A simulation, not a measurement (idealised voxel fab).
The following is a process module called voxel wiring stack.
200 nm wide, 5 nm square cells: that's cross-section cut.
Cross-section format: a grid of square cells, given as bands from top to bottom; each band is one or more rows of cells.
Band: top and bottom heights (nm) first, top before bottom; then materials from left to right, widths in nm. "full width" marks a sole material filling the band edge to edge. "blank" denotes empty space.
Height 0 is the level under which the wafer as received is all one material. The lowest band goes on downwards, as in "0 -> down".
Width "30->40": first value at the band's top row of cells, second value at its bottom row, equal change from row to row.
Reading "left unchanged" for a step: not a cell of the cross-section changed in it.
Listed in "Enclosed voids": every empty space of 8 or more cells without an open way to the top. Form: width x height at distance, the distance being from the left edge, all in nm.
Past the settings on a step's line: simulator remark, on that step.
The setting "overlay nm" may be written on the line of a step. When the step uses a mask, the value reports how far to the right of the planned place the mask lay, and a negative value reports that it lay to the left.
[Steps in the process plan]
1. RECEIVE,material Si
2. CONFORMAL_DEP,material SiO2,thk nm 15
3. CONFORMAL_DEP,material SiCN,thk nm 5
4. DIRECTIONAL_DEP,material lowk,thk nm 20
5. DIRECTIONAL_DEP,material aC,thk nm 10
6. PATTERN,tone open,mask id METAL_1,material resist,width nm 25,pitch nm 40,thk nm 25,overlay nm 0
7. DIRECTIONAL_ETCH,etch materials aC,depth nm 10
8. STRIP,etch materials resist
9. DIRECTIONAL_ETCH,etch materials lowk,depth nm 20
10. DIRECTIONAL_ETCH,etch materials SiCN,depth nm 5
11. STRIP,etch materials aC
12. CONFORMAL_DEP,material TiN,thk nm 5
13. FILL_DEP,material Ru,thk nm 10
14. CMP,height nm 40
15. CONFORMAL_DEP,material SiCN,thk nm 5
16. DIRECTIONAL_DEP,material lowk,thk nm 35
17. DIRECTIONAL_DEP,material aC,thk nm 15
18. PATTERN,tone open,mask id METAL_2_HOLES,material resist,width nm 15,pitch nm 40,thk nm 30,overlay nm 0
19. DIRECTIONAL_ETCH,etch materials aC,depth nm 15
20. STRIP,etch materials resist
21. DIRECTIONAL_ETCH,etch materials lowk,depth nm 35
22. STRIP,etch materials aC
23. DIRECTIONAL_DEP,material aC,thk nm 10
24. PATTERN,tone open,mask id METAL_2,material resist,width nm 25,pitch nm 40,thk nm 25,overlay nm 0
25. DIRECTIONAL_ETCH,etch materials aC,depth nm 10
26. STRIP,etch materials resist
27. DIRECTIONAL_ETCH,etch materials lowk,depth nm 20
28. DIRECTIONAL_ETCH,etch materials SiCN,depth nm 5
29. STRIP,etch materials aC
30. CONFORMAL_DEP,material TiN,thk nm 5
31. FILL_DEP,material Cu,thk nm 5
32. CMP,height nm 80
33. CONFORMAL_DEP,material SiCN,thk nm 5
34. DIRECTIONAL_DEP,material lowk,thk nm 10
35. MASKED_ETCH,tone open,mask id PLUG_2,width nm 15,pitch nm 80,etch materials lowk,depth nm 10,overlay nm 0
36. MASKED_ETCH,tone open,mask id PLUG_2,width nm 15,pitch nm 80,etch materials SiCN,depth nm 5,overlay nm 0
37. CONFORMAL_DEP,material TiN,thk nm 5
38. FILL_DEP,material W,thk nm 10
39. CMP,height nm 95
40. DIRECTIONAL_DEP,material TiN,thk nm 5
41. DIRECTIONAL_DEP,material Ru,thk nm 25
42. PATTERN,tone cover,mask id METAL_3,material resist,width nm 25,pitch nm 40,thk nm 20,overlay nm 0
43. DIRECTIONAL_ETCH,etch materials Ru,depth nm 25
44. DIRECTIONAL_ETCH,etch materials TiN,depth nm 5
45. STRIP,etch materials resist
46. FILL_DEP,material lowk,thk nm 10
47. CMP,height nm 125
48. CONFORMAL_DEP,material SiCN,thk nm 5
[as received, after step 1]
- 0 -> down  Si full width
- Enclosed voids: none
[a wafer at the end: this start, this plan, one mistake]
- 130 -> 125  SiCN full width
- 125 -> 100  25 lowk | 25 Ru | 15 lowk | 25 Ru | 15 lowk | 25 Ru | 15 lowk | 25 Ru | 30 lowk
- 100 -> 95  25 lowk | 25 TiN | 15 lowk | 25 TiN | 15 lowk | 25 TiN | 15 lowk | 25 TiN | 30 lowk
- 95 -> 85  20 lowk | 5->10 TiN | 15->5 W | 5->10 TiN | 55 lowk | 5->10 TiN | 15->5 W | 5->10 TiN | 75 lowk
- 85 -> 80  25 SiCN | 15 TiN | 65 SiCN | 15 TiN | 80 SiCN
- 80 -> 65  25 lowk | 5 TiN | 15 Cu | 5 TiN | 15 lowk | 5 TiN | 15 Cu | 5 TiN | 15 lowk | 5 TiN | 15 Cu | 5 TiN | 15 lowk | 5 TiN | 15 Cu | 5 TiN | 30 lowk
- 65 -> 60  25 lowk | 5 TiN | 5 Cu | 15 TiN | 15 lowk | 5 TiN | 5 Cu | 15 TiN | 15 lowk | 5 TiN | 5 Cu | 15 TiN | 15 lowk | 5 TiN | 5 Cu | 15 TiN | 30 lowk
- 60 -> 45  25 lowk | 5 TiN | 5 Cu | 5 TiN | 25 lowk | 5 TiN | 5 Cu | 5 TiN | 25 lowk | 5 TiN | 5 Cu | 5 TiN | 25 lowk | 5 TiN | 5 Cu | 5 TiN | 40 lowk
- 45 -> 40  25 SiCN | 15 TiN | 25 SiCN | 15 TiN | 25 SiCN | 15 TiN | 25 SiCN | 15 TiN | 40 SiCN
- 40 -> 20  25 lowk | 5 TiN | 15 Ru | 5 TiN | 15 lowk | 5 TiN | 15 Ru | 5 TiN | 15 lowk | 5 TiN | 15 Ru | 5 TiN | 15 lowk | 5 TiN | 15 Ru | 5 TiN | 30 lowk
- 20 -> 15  25 SiCN | 25 TiN | 15 SiCN | 25 TiN | 15 SiCN | 25 TiN | 15 SiCN | 25 TiN | 30 SiCN
- 15 -> 0  SiO2 full width
- 0 -> down  Si full width
- Enclosed voids: none
It is concluded that the wafer was processed incorrectly with respect to the plan, in that step 35 off recipe, ran as MASKED_ETCH,tone open,mask id PLUG_2,width nm 25,pitch nm 80,etch materials lowk,depth nm 10,overlay nm 0
